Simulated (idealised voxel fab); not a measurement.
Process module in this document: voxel self aligned contacts
Square cells of 5 nm make up the cross-section cut, whose width is 230 nm.
When this document writes out a cross-section, it uses a grid of square cells and lists it as bands, beginning at the top and moving down, with a band standing for one or more rows of cells.
Band: top and bottom heights (nm) first, top before bottom; then materials from left to right, widths in nm. "edge to edge" marks a sole material filling the band edge to edge. "empty" denotes empty space.
Basically, 0 is our baseline, since under it the wafer straight out of the box is all one material. The bottom band has no lower end and keeps on going down, so it looks like "0 nm and below".
Read "30->40" as a graded width: first number on top, second number at the bottom, same change between each pair of neighbouring rows.
You'll sometimes find "left unchanged" written for a step, and that's the way of saying that nowhere in the cross-section did a cell change during that step.
So "Enclosed cavities" is basically the list of trapped voids: any empty space of 8 cells or more that can't reach the top through an opening. They're written width x height at distance, the distance being from the left edge, and it's all nm.
On a step's line, text after the settings is the simulator commenting on that step.
Steps that use a mask can have "overlay nm" on their line. It says how far the mask sat to the right of where it was meant to be. Negative means to the left.
## Set out below are the planned steps of the process
1. RECEIVE [material Si]
2. CONFORMAL_DEP [material SiO2] [thk nm 5]
3. DIRECTIONAL_DEP [material polySi] [thk nm 30]
4. DIRECTIONAL_DEP [material SiN] [thk nm 20]
5. PATTERN [tone cover] [mask id GATE] [material resist] [width nm 35] [pitch nm 60] [thk nm 15] [overlay nm 0]
6. DIRECTIONAL_ETCH [etch materials SiN] [depth nm 20]
7. DIRECTIONAL_ETCH [etch materials polySi] [depth nm 30]
8. STRIP [etch materials resist]
9. CONFORMAL_DEP [material SiN] [thk nm 5]
10. DIRECTIONAL_ETCH [etch materials SiN] [depth nm 5]
11. FILL_DEP [material SiO2] [thk nm 20]
12. CMP [height nm 65]
13. PATTERN [tone open] [mask id CONTACT] [material resist] [width nm 35] [thk nm 15] [overlay nm 0]
14. DIRECTIONAL_ETCH [etch materials SiO2] [depth nm 65]
15. STRIP [etch materials resist]
16. CONFORMAL_DEP [material TiN] [thk nm 5]
17. FILL_DEP [material Ru] [thk nm 10]
18. CMP [height nm 65]
19. CONFORMAL_DEP [material SiCN] [thk nm 5]
## As-received state of the wafer in cross-section, equivalent to post-step 1
- 0 nm and below | Si edge to edge
- Enclosed cavities: none
## First of two wafers, end-of-module section, run followed plan
- 70 nm to 65 nm | SiCN edge to edge
- 65 nm to 55 nm | 95 nm SiO2 | 5->15 nm TiN | 25->5 nm Ru | 5->15 nm TiN | 100 nm SiO2
- 55 nm to 35 nm | 60 nm SiO2 | 45 nm SiN | 5 nm TiN | 5 nm Ru | 5 nm TiN | 45 nm SiN | 65 nm SiO2
- 35 nm to 5 nm | 60 nm SiO2 | 5 nm SiN | 35 nm polySi | 5 nm SiN | 5 nm TiN | 5 nm Ru | 5 nm TiN | 5 nm SiN | 35 nm polySi | 5 nm SiN | 65 nm SiO2
- 5 nm to 0 nm | 105 nm SiO2 | 15 nm TiN | 110 nm SiO2
- 0 nm and below | Si edge to edge
- Enclosed cavities: none
## Module end: cross-section of wafer two of two. Same start and process plan as the first wafer. One mistake during execution
- 70 nm to 65 nm | SiCN edge to edge
- 65 nm to 40 nm | 60 nm SiO2 | 5 nm SiN | 35 nm polySi | 5 nm SiN | 5 nm TiN | 5 nm Ru | 5 nm TiN | 5 nm SiN | 35 nm polySi | 5 nm SiN | 65 nm SiO2
- 40 nm to 35 nm | 60 nm SiO2 | 5 nm SiN | 35 nm polySi | 5 nm SiN | 15 nm TiN | 5 nm SiN | 35 nm polySi | 5 nm SiN | 65 nm SiO2
- 35 nm to 5 nm | polySi edge to edge
- 5 nm to 0 nm | SiO2 edge to edge
- 0 nm and below | Si edge to edge
- Enclosed cavities: none
Plan not followed: step 3 of the plan was twice carried out
Wafer comparison, final, in cells, second relative to first, materials more or fewer: Ru: 11 fewer, SiN: 72 fewer, SiO2: 175 fewer, TiN: 18 fewer, polySi: 276 more
